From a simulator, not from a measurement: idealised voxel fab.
A process module follows: voxel plated lines.
It is cross-section cut that appears here, measuring 215 nm in width, its square cells being 5 nm in size.
Cross-section, as written here: a square-cell grid given band by band from the top down, where a band holds one or more rows of cells. For a band, the entry starts with two heights in nm, that of the top and then that of the bottom, and carries on with the band's materials in order from left to right, each alongside its width in nm; the word "edge to edge" beside a single material means it fills the band edge to edge, and "blank" means empty space. Height reference: 0 = level under which incoming wafer is all one material. Lowest band: no bottom, runs on downward, e.g. "0..down". Quick explanation for "30->40": the width changes in equal steps down the rows of cells, from the first number in the band's top row to the second number in its bottom row. No cell of the cross-section changed in a step that is given as "left unchanged". You'll see "Fully sealed voids" listing empty spaces that have no way open to the top, as long as they're 8 cells or more; the notation is width x height at distance, where the distance is from the left edge, and all of it is in nm. Read whatever lies past the settings on a step's line as the simulator's own remark about the step. The "overlay nm" setting may appear on a step's line; for a step that uses a mask, it gives how far to the right of its planned position the mask lay, and a negative value indicates the left.

The process steps that were planned are listed below
1) RECEIVE with material Si
2) CONFORMAL_DEP with material SiO2, thk nm 5
3) DIRECTIONAL_DEP with material TiN, thk nm 5
4) PATTERN with tone open, mask id LINES, material resist, width nm 30, pitch nm 60, thk nm 35, overlay nm -15
5) EPI with material Ru, thk nm 10
6) EPI with material Ru, thk nm 5
7) EPI with material Ru, thk nm 10
8) STRIP with etch materials resist
9) DIRECTIONAL_ETCH with etch materials TiN, depth nm 5
10) CONFORMAL_DEP with material SiCN, thk nm 5
Every wafer here starts from the same state; it is the step 4 overlay nm that distinguishes them, and the value the plan gives belongs to the first wafer.

Cross-sectional view of the first of several wafers in the as-received condition, corresponding to the state following step 1
* 0..down | Si edge to edge
* Fully sealed voids: none

First of several wafers: cross-section at the end of the module, after step 10, its last step
* 40..35 | 40 nm blank | 40 nm SiCN | 20 nm blank | 40 nm SiCN | 75 nm blank
* 35..10 | 40 nm blank | 5 nm SiCN | 30 nm Ru | 5 nm SiCN | 20 nm blank | 5 nm SiCN | 30 nm Ru | 5 nm SiCN | 75 nm blank
* 10..5 | 45 nm SiCN | 30 nm TiN | 30 nm SiCN | 30 nm TiN | 80 nm SiCN
* 5..0 | SiO2 edge to edge
* 0..down | Si edge to edge
* Fully sealed voids: none

At the end of the module, the last of several wafers in cross-section
* 40..35 | 70 nm blank | 40 nm SiCN | 20 nm blank | 40 nm SiCN | 45 nm blank
* 35..10 | 70 nm blank | 5 nm SiCN | 30 nm Ru | 5 nm SiCN | 20 nm blank | 5 nm SiCN | 30 nm Ru | 5 nm SiCN | 45 nm blank
* 10..5 | 75 nm SiCN | 30 nm TiN | 30 nm SiCN | 30 nm TiN | 50 nm SiCN
* 5..0 | SiO2 edge to edge
* 0..down | Si edge to edge
* Fully sealed voids: none

Per wafer, end of module: cells gained (+) or lost (-) per material since receipt, then closed voids
overlay nm -15 | +60 Ru | +67 SiCN | +43 SiO2 | +12 TiN | Fully sealed voids: none
overlay nm -10 | +60 Ru | +67 SiCN | +43 SiO2 | +12 TiN | Fully sealed voids: none
overlay nm -5 | +60 Ru | +67 SiCN | +43 SiO2 | +12 TiN | Fully sealed voids: none
overlay nm 0 | +60 Ru | +67 SiCN | +43 SiO2 | +12 TiN | Fully sealed voids: none
overlay nm 5 | +60 Ru | +67 SiCN | +43 SiO2 | +12 TiN | Fully sealed voids: none
overlay nm 10 | +60 Ru | +67 SiCN | +43 SiO2 | +12 TiN | Fully sealed voids: none
overlay nm 15 | +60 Ru | +67 SiCN | +43 SiO2 | +12 TiN | Fully sealed voids: none
